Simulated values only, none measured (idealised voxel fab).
process module | voxel capacitor over wiring
cross-section cut | 295 nm wide | cells 5 nm
A cross-section is a grid of square cells, given in bands from the top down. A band is one or more rows of cells.
Each band's line starts with the height of the band's top and of its bottom, in nm. Then come its materials from left to right, each with its width in nm. One material with "throughout" fills the band from edge to edge. "air" is empty space.
Height 0 is the level under which the wafer as received is all one material. The lowest band goes on downwards, as in "0 down".
A width such as "30 to 40" changes by the same amount from each row of cells to the next, from the band's top row to its bottom row.
"no change" after a step means that no cell of the cross-section changed.
closed voids: empty space of 8 cells or more with no open way to the top, each as width x height at its distance from the left edge, in nm
after a step's settings: what the simulator itself notes on the step
overlay nm, on a step with a mask: how far to the right of its planned place the mask lay; to the left if negative
plan
1 op RECEIVE | material Si
2 op CONFORMAL_DEP | material SiO2 | thk nm 10
3 op DIRECTIONAL_DEP | material TiN | thk nm 5
4 op DIRECTIONAL_DEP | material W | thk nm 25
5 op MASKED_ETCH | tone cover | mask id METAL_1 | width nm 20 | pitch nm 80 | etch materials W | depth nm 25 | overlay nm 0
6 op MASKED_ETCH | tone cover | mask id METAL_1 | width nm 20 | pitch nm 80 | etch materials TiN | depth nm 5 | overlay nm 0
7 op FILL_DEP | material SiO2 | thk nm 5
8 op CMP | height nm 40
9 op CONFORMAL_DEP | material SiCN | thk nm 5
10 op DIRECTIONAL_DEP | material SiO2 | thk nm 15
11 op DIRECTIONAL_DEP | material aC | thk nm 10
12 op PATTERN | tone open | mask id PLUG_1 | material resist | width nm 15 | thk nm 25 | overlay nm 0
13 op DIRECTIONAL_ETCH | etch materials aC | depth nm 10
14 op STRIP | etch materials resist
15 op DIRECTIONAL_ETCH | etch materials SiO2 | depth nm 15
16 op DIRECTIONAL_ETCH | etch materials SiCN | depth nm 5
17 op STRIP | etch materials aC
18 op EPI | material Ru | thk nm 10
19 op EPI | material Ru | thk nm 10
20 op DIRECTIONAL_DEP | material TiN | thk nm 5
21 op DIRECTIONAL_DEP | material Al2O3 | thk nm 5
22 op DIRECTIONAL_DEP | material TiN | thk nm 10
23 op MASKED_ETCH | tone cover | mask id UPPER_PLATE | width nm 65 | etch materials TiN | depth nm 10 | overlay nm 0
24 op MASKED_ETCH | tone cover | mask id UPPER_PLATE | width nm 65 | etch materials Al2O3 | depth nm 5 | overlay nm 0
25 op PATTERN | tone cover | mask id LOWER_PLATE | material resist | width nm 75 | thk nm 15 | overlay nm 0
26 op DIRECTIONAL_ETCH | etch materials TiN | depth nm 5
27 op STRIP | etch materials resist
28 op FILL_DEP | material SiO2 | thk nm 20
29 op CMP | height nm 95
30 op DIRECTIONAL_DEP | material aC | thk nm 15
31 op PATTERN | tone open | mask id PLUG_2 | material resist | width nm 15 | thk nm 30 | overlay nm 0
32 op DIRECTIONAL_ETCH | etch materials aC | depth nm 15
33 op STRIP | etch materials resist
34 op DIRECTIONAL_ETCH | etch materials SiO2 | depth nm 15
35 op STRIP | etch materials aC
36 op CONFORMAL_DEP | material TiN | thk nm 5
37 op FILL_DEP | material Ru | thk nm 5
38 op CMP | height nm 95
39 op CONFORMAL_DEP | material SiCN | thk nm 5
as received, after step 1
  0 down: Si throughout
  closed voids: none
first wafer at the end, as planned
  100 to 95: SiCN throughout
  95 to 85: SiO2 110 | TiN 5 | Ru 5 | TiN 5 | SiO2 170
  85 to 80: SiO2 110 | TiN 15 | SiO2 170
  80 to 70: SiO2 100 | TiN 65 | SiO2 130
  70 to 65: SiO2 100 | Al2O3 65 | SiO2 130
  65 to 60: SiO2 95 | TiN 75 | SiO2 125
  60 to 45: SiO2 100 | Ru 15 | SiO2 180
  45 to 40: SiCN 100 | Ru 15 | SiCN 180
  40 to 15: SiO2 95 | W 20 | SiO2 60 | W 20 | SiO2 100
  15 to 10: SiO2 95 | TiN 20 | SiO2 60 | TiN 20 | SiO2 100
  10 to 0: SiO2 throughout
  0 down: Si throughout
  closed voids: none
second wafer at the end: like start, like plan, one mistake
  100 to 95: SiCN throughout
  95 to 85: SiO2 110 | TiN 5 | Ru 5 | TiN 5 | SiO2 170
  85 to 80: SiO2 110 | TiN 15 | SiO2 170
  80 to 70: SiO2 100 | TiN 65 | SiO2 130
  70 to 65: SiO2 100 | Al2O3 65 | SiO2 130
  65 to 60: SiO2 100 | TiN 65 | SiO2 130
  60 to 45: SiO2 100 | Ru 15 | SiO2 180
  45 to 40: SiCN 100 | Ru 15 | SiCN 180
  40 to 15: SiO2 95 | W 20 | SiO2 60 | W 20 | SiO2 100
  15 to 10: SiO2 95 | TiN 20 | SiO2 60 | TiN 20 | SiO2 100
  10 to 0: SiO2 throughout
  0 down: Si throughout
  closed voids: none
what went wrong: step 25 ran as: op PATTERN | tone cover | mask id LOWER_PLATE | material resist | width nm 65 | thk nm 15 | overlay nm 0
at the end the second wafer has, in cells: 2 more of SiO2 | 2 fewer of TiN
